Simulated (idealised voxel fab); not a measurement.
Proc. module: voxel gate over fins
Cross-section cut spans 240 nm and uses square cells 5 nm in size.
A cross-section is a grid of square cells, given in bands from the top down. A band is one or more rows of cells. Band: top height; bottom height; in nm. Then, left to right: material with width in nm, for each material. "edge to edge": a single material spanning edge to edge. "air": empty space. Zero point of the height axis is 0; under it, received wafer = one material. Lowest band: continues down indefinitely, "0..down". Read "30..40" as a graded width: first number on top, second number at the bottom, same change between each pair of neighbouring rows. Step note "nothing was modified" = no cross-section cell changed. Heads up: "Cavities, closed" only lists the empty pockets with no open path to the top that are 8 cells or more, and it writes them as width x height at distance, distance from the left edge, in nm. Step line, after settings: the simulator's comment on this step. The setting "overlay nm" may be written on the line of a step. When the step uses a mask, the value reports how far to the right of the planned place the mask lay, and a negative value reports that it lay to the left.
# This section lists the process steps that were planned
1 RECEIVE (material Si)
2 CONFORMAL_DEP (material SiN; thk nm 5)
3 DIRECTIONAL_DEP (material aC; thk nm 10)
4 PATTERN (tone cover; mask id FINS; material resist; width nm 15; pitch nm 35; thk nm 30; overlay nm 0)
5 DIRECTIONAL_ETCH (etch materials aC; depth nm 10)
6 STRIP (etch materials resist)
7 DIRECTIONAL_ETCH (etch materials SiN; depth nm 5)
8 DIRECTIONAL_ETCH (etch materials Si; depth nm 35)
9 STRIP (etch materials aC)
10 FILL_DEP (material SiO2; thk nm 10)
11 CMP (height nm 5)
12 SELECTIVE_ETCH (etch materials SiO2; depth nm 20)
13 STRIP (etch materials SiN)
14 CONFORMAL_DEP (material HfO2; thk nm 5)
15 CONFORMAL_DEP (material TiN; thk nm 5)
16 FILL_DEP (material W; thk nm 10)
17 CMP (height nm 15)
18 CONFORMAL_DEP (material SiCN; thk nm 5)
# Delivered wafer in cross-section: state after step 1
* 0..down  Si edge to edge
* Cavities, closed: none
# first wafer at the end, as planned
* 20..15  SiCN edge to edge
* 15..10  W edge to edge
* 10..5  W (50); TiN (140); W (50)
* 5..0  W (50); TiN (5); HfO2 (25); TiN (10); HfO2 (25); TiN (10); HfO2 (25); TiN (10); HfO2 (25); TiN (5); W (50)
* 0..-5  W (50); TiN (5); HfO2 (5); Si (15); HfO2 (5); TiN (10); HfO2 (5); Si (15); HfO2 (5); TiN (10); HfO2 (5); Si (15); HfO2 (5); TiN (10); HfO2 (5); Si (15); HfO2 (5); TiN (5); W (50)
* -5..-10  TiN (55); HfO2 (5); Si (15); HfO2 (5); TiN (10); HfO2 (5); Si (15); HfO2 (5); TiN (10); HfO2 (5); Si (15); HfO2 (5); TiN (10); HfO2 (5); Si (15); HfO2 (5); TiN (55)
* -10..-15  HfO2 (60); Si (15); HfO2 (20); Si (15); HfO2 (20); Si (15); HfO2 (20); Si (15); HfO2 (60)
* -15..-35  SiO2 (60); Si (15); SiO2 (20); Si (15); SiO2 (20); Si (15); SiO2 (20); Si (15); SiO2 (60)
* -35..down  Si edge to edge
* Cavities, closed: none
# Cross-section, second wafer: same start as the first, same plan as the first, one mistake in running it; taken at the end of the module
* 20..15  SiCN edge to edge
* 15..5  W edge to edge
* 5..0  W (55); TiN (25); W (10); TiN (25); W (10); TiN (25); W (10); TiN (25); W (55)
* 0..-10  W (55); TiN (5); Si (15); TiN (5); W (10); TiN (5); Si (15); TiN (5); W (10); TiN (5); Si (15); TiN (5); W (10); TiN (5); Si (15); TiN (5); W (55)
* -10..-15  TiN (60); Si (15); TiN (20); Si (15); TiN (20); Si (15); TiN (20); Si (15); TiN (60)
* -15..-35  SiO2 (60); Si (15); SiO2 (20); Si (15); SiO2 (20); Si (15); SiO2 (20); Si (15); SiO2 (60)
* -35..down  Si edge to edge
* Cavities, closed: none
What went wrong in running the wafer? plan step 14 skipped
Cell-count delta at end, second wafer over first, by material: -72 HfO2 | +72 W
